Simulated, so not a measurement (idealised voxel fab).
A process module follows: voxel self aligned contacts.
Cross-section cut spans 200 nm and uses square cells 5 nm in size.
The cross-sections in this document take the form of a grid made of square cells. They are written out as bands, in order from top to bottom. Each band consists of one or more rows of cells.
The band entry comprises the height of the band's top followed by the height of its bottom, expressed in nm, and subsequently the band's materials from left to right, each stated together with its width in nm. Where a single material is marked with the word "everywhere", that material fills the band from edge to edge. The word "blank" represents empty space.
It should be noted that heights are counted from 0, beneath which the wafer as supplied is of one material throughout, and that the lowest band possesses no lower boundary but continues downward, as written in "from 0 down".
Read "30..40" as a graded width: first number on top, second number at the bottom, same change between each pair of neighbouring rows.
Key: "remained the same" - step with no changed cell in the cross-section.
Any empty space of 8 cells or more lacking an open way to the top shows up in "Enclosed internal cavities" as width x height at distance, distance from the left edge, in nm.
Step line, after settings: the simulator's comment on this step.
The "overlay nm" setting may appear on a step's line; for a step that uses a mask, it gives how far to the right of its planned position the mask lay, and a negative value indicates the left.
# Listed below are the process steps as planned
1) RECEIVE,material Si
2) OXIDIZE,depth nm 5
3) DIRECTIONAL_DEP,material polySi,thk nm 20
4) DIRECTIONAL_DEP,material SiN,thk nm 25
5) DIRECTIONAL_DEP,material aC,thk nm 10
6) PATTERN,tone cover,mask id GATE,material resist,width nm 30,pitch nm 65,thk nm 30,overlay nm 0
7) DIRECTIONAL_ETCH,etch materials aC,depth nm 10
8) STRIP,etch materials resist
9) DIRECTIONAL_ETCH,etch materials SiN,depth nm 25
10) DIRECTIONAL_ETCH,etch materials polySi,depth nm 20
11) STRIP,etch materials aC
12) CONFORMAL_DEP,material SiN,thk nm 10
13) DIRECTIONAL_ETCH,etch materials SiN,depth nm 10
14) FILL_DEP,material SiO2,thk nm 20
15) CMP,height nm 55
16) MASKED_ETCH,tone open,mask id CONTACT,width nm 45,pitch nm 65,etch materials SiO2,depth nm 60,overlay nm 0
17) CONFORMAL_DEP,material TiN,thk nm 5
18) FILL_DEP,material Ru,thk nm 10
19) CMP,height nm 55
20) CONFORMAL_DEP,material SiN,thk nm 5
# Cross-section of the wafer at receipt, which is the condition after step 1
	from 0 down: Si everywhere
	Enclosed internal cavities: none
# End-of-module cross-section of the first of two wafers, processed as planned
	from 60 to 55: SiN everywhere
	from 55 to 45: SiO2 45 nm | TiN 5..20 nm | Ru 35..5 nm | TiN 5..20 nm | SiO2 20 nm | TiN 5..20 nm | Ru 35..5 nm | TiN 5..20 nm | SiO2 45 nm
	from 45 to 20: SiO2 10 nm | SiN 50 nm | TiN 5 nm | Ru 5 nm | TiN 5 nm | SiN 50 nm | TiN 5 nm | Ru 5 nm | TiN 5 nm | SiN 50 nm | SiO2 10 nm
	from 20 to 0: SiO2 10 nm | SiN 10 nm | polySi 30 nm | SiN 10 nm | TiN 5 nm | Ru 5 nm | TiN 5 nm | SiN 10 nm | polySi 30 nm | SiN 10 nm | TiN 5 nm | Ru 5 nm | TiN 5 nm | SiN 10 nm | polySi 30 nm | SiN 10 nm | SiO2 10 nm
	from 0 to -5: SiO2 60 nm | TiN 15 nm | SiO2 50 nm | TiN 15 nm | SiO2 60 nm
	from -5 down: Si everywhere
	Enclosed internal cavities: none
# Presented here is a cross-section of the second of the two wafers as it stood at the end of the module. It was started in the same manner and assigned the same plan as the first wafer; however, one mistake was made in its execution
	from 60 to 55: SiN everywhere
	from 55 to 50: SiO2 45 nm | TiN 5 nm | Ru 35 nm | TiN 5 nm | SiO2 20 nm | TiN 5 nm | Ru 35 nm | TiN 5 nm | SiO2 45 nm
	from 50 to 45: SiO2 45 nm | TiN 45 nm | SiO2 20 nm | TiN 45 nm | SiO2 45 nm
	from 45 to 20: SiN 30 nm | SiO2 10 nm | SiN 55 nm | SiO2 10 nm | SiN 55 nm | SiO2 10 nm | SiN 30 nm
	from 20 to 0: polySi 20 nm | SiN 10 nm | SiO2 10 nm | SiN 10 nm | polySi 35 nm | SiN 10 nm | SiO2 10 nm | SiN 10 nm | polySi 35 nm | SiN 10 nm | SiO2 10 nm | SiN 10 nm | polySi 20 nm
	from 0 to -5: SiO2 everywhere
	from -5 down: Si everywhere
	Enclosed internal cavities: none
Against the plan, the run slipped here: step 6, actual vs plan mismatch, actual run PATTERN,tone open,mask id GATE,material resist,width nm 30,pitch nm 65,thk nm 30,overlay nm 0
Final wafer comparison in cells, second versus first, more or fewer per material: 20 fewer of Ru; 20 more of SiN; 24 more of SiO2; 40 fewer of TiN; 16 more of polySi
